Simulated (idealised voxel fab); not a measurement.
Name of the process module below: voxel ribs on slabs
It is cross-section cut that appears here, measuring 190 nm in width, its square cells being 5 nm in size.
A cross-section is a grid of square cells, given in bands from the top down. A band is one or more rows of cells. A band entry consists of two parts. The first gives the height of the band's top and the height of its bottom, in nm. The rest lists the band's materials from left to right, each with its width in nm. A single material labelled with the word "throughout" fills the band from edge to edge, and the word "empty" marks empty space. Height is counted from the level 0, under which the received wafer is composed throughout of one material. The lowest of the bands is not closed at the bottom but continues downward, in the notation "from 0 down". The notation "30 to 40" denotes a width that varies across the rows of cells in the band, beginning at the first number in the top row, finishing at the second number in the bottom row, and changing by an identical amount from each row to the next. You'll sometimes find "all unchanged" written for a step, and that's the way of saying that nowhere in the cross-section did a cell change during that step. The entry titled "Enclosed cavities" provides the empty spaces that have no open way to the top, restricted to those of 8 cells or more. Each is presented as width x height at distance, the distance being measured from the left edge, with all three in nm. Past the settings on a step's line: simulator remark, on that step. "overlay nm", when on a step's line for a step with a mask, measures how far to the right of its planned place the mask lay; a negative measure means to the left.

[Steps in the process plan]
1,RECEIVE with material Si
2,DIRECTIONAL_DEP with material SiO2, thk nm 25
3,DIRECTIONAL_DEP with material SiN, thk nm 15
4,PATTERN with tone cover, mask id RIB, material resist, width nm 25, thk nm 20, overlay nm 0
5,DIRECTIONAL_ETCH with etch materials SiN, depth nm 10
6,STRIP with etch materials resist
7,MASKED_ETCH with tone cover, mask id SLAB, width nm 75, etch materials SiN, depth nm 5, overlay nm 0
8,FILL_DEP with material SiO2, thk nm 15
9,CMP with height nm 50
10,DIRECTIONAL_DEP with material W, thk nm 5
11,PATTERN with tone cover, mask id HEATER, material resist, width nm 35, thk nm 20, overlay nm 0
12,DIRECTIONAL_ETCH with etch materials W, depth nm 5
13,STRIP with etch materials resist
14,CONFORMAL_DEP with material SiN, thk nm 10

[The first of a set of two wafers, run to plan]

[Shown in cross-section is the wafer as received, that is, as it stands after step 1]
- from 0 down  Si throughout
- Enclosed cavities: none

[State of the wafer after step 2, shown in cross-section]
- from 25 to 0  SiO2 throughout
- Below 0, no change.

[State of the wafer after step 3, shown in cross-section]
- from 40 to 25  SiN throughout
- Below 25, no change.

[State of the wafer after step 4, shown in cross-section]
- from 60 to 40  80 empty, then 25 resist, then 85 empty
- Below 40, no change.

[State of the wafer after step 5, shown in cross-section]
- from 60 to 40  80 empty, then 25 resist, then 85 empty
- from 40 to 30  80 empty, then 25 SiN, then 85 empty
- Below 30, no change.

[State of the wafer after step 6, shown in cross-section]
- from 40 to 30  80 empty, then 25 SiN, then 85 empty
- Below 30, no change.

[State of the wafer after step 7, shown in cross-section]
- from 40 to 30  80 empty, then 25 SiN, then 85 empty
- from 30 to 25  55 empty, then 75 SiN, then 60 empty
- Below 25, no change.

[State of the wafer after step 8, shown in cross-section]
- from 55 to 40  SiO2 throughout
- from 40 to 30  80 SiO2, then 25 SiN, then 85 SiO2
- from 30 to 25  55 SiO2, then 75 SiN, then 60 SiO2
- Below 25, no change.

[State of the wafer after step 9, shown in cross-section]
- from 50 to 40  SiO2 throughout
- Below 40, no change.

[State of the wafer after step 10, shown in cross-section]
- from 55 to 50  W throughout
- Below 50, no change.

[State of the wafer after step 11, shown in cross-section]
- from 75 to 55  75 empty, then 35 resist, then 80 empty
- Below 55, no change.

[State of the wafer after step 12, shown in cross-section]
- from 75 to 55  75 empty, then 35 resist, then 80 empty
- from 55 to 50  75 empty, then 35 W, then 80 empty
- Below 50, no change.

[State of the wafer after step 13, shown in cross-section]
- from 55 to 50  75 empty, then 35 W, then 80 empty
- Below 50, no change.

[State of the wafer after step 14, shown in cross-section]
- from 65 to 60  65 empty, then 55 SiN, then 70 empty
- from 60 to 55  SiN throughout
- from 55 to 50  75 SiN, then 35 W, then 80 SiN
- Below 50, no change.

[Now the other wafer: same start, same recipe, but we messed up one thing when running it. Up to and including step 10 it's the same as the first one]

[Cross-section of the second wafer at the time step 11 of the plan should have ended]
- from 75 to 55  80 empty, then 25 resist, then 85 empty
- Below 55, no change.

[Cross-section of the second wafer at the time step 12 of the plan should have ended]
- from 75 to 55  80 empty, then 25 resist, then 85 empty
- from 55 to 50  80 empty, then 25 W, then 85 empty
- Below 50, no change.

[Cross-section of the second wafer at the time step 13 of the plan should have ended]
- from 55 to 50  80 empty, then 25 W, then 85 empty
- Below 50, no change.

[Cross-section of the second wafer at the time step 14 of the plan should have ended]
- from 65 to 60  70 empty, then 45 SiN, then 75 empty
- from 60 to 55  SiN throughout
- from 55 to 50  80 SiN, then 25 W, then 85 SiN
- Below 50, no change.
Deviation noted in wafer processing: step 11, actual vs plan mismatch, actual run PATTERN with tone cover, mask id HEATER, material resist, width nm 25, thk nm 20, overlay nm 0
Counted in cells at the end, the second wafer holds more or fewer of these materials than the first: W -2
